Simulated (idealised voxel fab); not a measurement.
This is a process module. Its name is voxel local oxidation.
We display cut, a cross-section 175 nm in width whose square cells are each 5 nm.
If you're reading a cross-section in this doc, picture square cells in a grid; it comes to you as bands, top ones listed first down to the bottom, and a band can be one or more rows of cells.
In this notation a band is specified by the heights of its top and bottom, in that order and in nm, after which its materials appear from left to right, each paired with its width in nm. The word "throughout" attached to a single material means that material fills the band from edge to edge; the word "air" stands for empty space.
Counting heights begins at 0, where everything beneath is, in the wafer as received, one material. The lowest band has no bottom; it goes on downwards, as "from 0 down" shows.
The width entry "30 to 40" should be interpreted row by row: the top row of cells in the band takes the first number, the bottom row takes the second number, and the change between adjacent rows is uniform throughout.
"nothing altered" -> step changed no cross-section cell.
The entry titled "Enclosed void inventory" provides the empty spaces that have no open way to the top, restricted to those of 8 cells or more. Each is presented as width x height at distance, the distance being measured from the left edge, with all three in nm.
Whatever follows a step's settings on its line is a remark the simulator itself makes about that step.
overlay nm, on a step with a mask: how far to the right of its planned place the mask lay; to the left if negative

SO HERE'S THE LINEUP OF PROCESS STEPS WE PLANNED
step 1: RECEIVE, material Si
step 2: OXIDIZE, depth nm 5
step 3: CONFORMAL_DEP, material SiN, thk nm 15
step 4: PATTERN, tone cover, mask id ACTIVE, material resist, width nm 95, thk nm 20, overlay nm 0
step 5: DIRECTIONAL_ETCH, etch materials SiN, depth nm 15
step 6: STRIP, etch materials resist
step 7: SELECTIVE_ETCH, etch materials SiO2, depth nm 5
step 8: OXIDIZE, depth nm 15
step 9: STRIP, etch materials SiN

FIRST WAFER OUT OF TWO, PROCESSED AS PLANNED

THE CROSS-SECTION HERE SHOWS THE WAFER AS RECEIVED, I.E. IN ITS STATE AFTER STEP 1
  from 0 down | Si throughout
  Enclosed void inventory: none

WAFER AFTER STEP 2 (CROSS-SECTION)
  from 0 to -5 | SiO2 throughout
  Below -5, the layers are the same as they were.

WAFER AFTER STEP 3 (CROSS-SECTION)
  from 15 to 0 | SiN throughout
  Below 0, the layers are the same as they were.

WAFER AFTER STEP 4 (CROSS-SECTION)
  from 35 to 15 | 40 air, then 95 resist, then 40 air
  Below 15, the layers are the same as they were.

WAFER AFTER STEP 5 (CROSS-SECTION)
  from 35 to 15 | 40 air, then 95 resist, then 40 air
  from 15 to 0 | 40 air, then 95 SiN, then 40 air
  Below 0, the layers are the same as they were.

WAFER AFTER STEP 6 (CROSS-SECTION)
  from 15 to 0 | 40 air, then 95 SiN, then 40 air
  Below 0, the layers are the same as they were.

WAFER AFTER STEP 7 (CROSS-SECTION)
  from 15 to 0 | 40 air, then 95 SiN, then 40 air
  from 0 to -5 | 45 air, then 85 SiO2, then 45 air
  Below -5, the layers are the same as they were.

WAFER AFTER STEP 8 (CROSS-SECTION)
  from 15 to 0 | 40 air, then 95 SiN, then 40 air
  from 0 to -5 | 45 air, then 85 SiO2, then 45 air
  from -5 to -20 | 60 SiO2, then 55 Si, then 60 SiO2
  Below -20, the layers are the same as they were.

WAFER AFTER STEP 9 (CROSS-SECTION)
  from 0 to -5 | 45 air, then 85 SiO2, then 45 air
  Below -5, the layers are the same as they were.

THE SECOND WAFER: COMMON ORIGIN AND PLAN, ONE MISTAKE IN EXECUTION, IDENTICAL TO THE FIRST THROUGH STEP 3

PLANNED END OF STEP 4: SECOND WAFER, CROSS-SECTION
  from 35 to 15 | 30 air, then 95 resist, then 50 air
  Below 15, the layers are the same as they were.

PLANNED END OF STEP 5: SECOND WAFER, CROSS-SECTION
  from 35 to 15 | 30 air, then 95 resist, then 50 air
  from 15 to 0 | 30 air, then 95 SiN, then 50 air
  Below 0, the layers are the same as they were.

PLANNED END OF STEP 6: SECOND WAFER, CROSS-SECTION
  from 15 to 0 | 30 air, then 95 SiN, then 50 air
  Below 0, the layers are the same as they were.

PLANNED END OF STEP 7: SECOND WAFER, CROSS-SECTION
  from 15 to 0 | 30 air, then 95 SiN, then 50 air
  from 0 to -5 | 35 air, then 85 SiO2, then 55 air
  Below -5, the layers are the same as they were.

PLANNED END OF STEP 8: SECOND WAFER, CROSS-SECTION
  from 15 to 0 | 30 air, then 95 SiN, then 50 air
  from 0 to -5 | 35 air, then 85 SiO2, then 55 air
  from -5 to -20 | 50 SiO2, then 55 Si, then 70 SiO2
  Below -20, the layers are the same as they were.

PLANNED END OF STEP 9: SECOND WAFER, CROSS-SECTION
  from 0 to -5 | 35 air, then 85 SiO2, then 55 air
  Below -5, the layers are the same as they were.
Finding, execution versus plan: step 4 ran with different settings than intended, the actual operation and settings being PATTERN, tone cover, mask id ACTIVE, material resist, width nm 95, thk nm 20, overlay nm -10
In the final comparison it is observed that the number of cells assigned to each material is identical for the two wafers, whereas their placement is not.
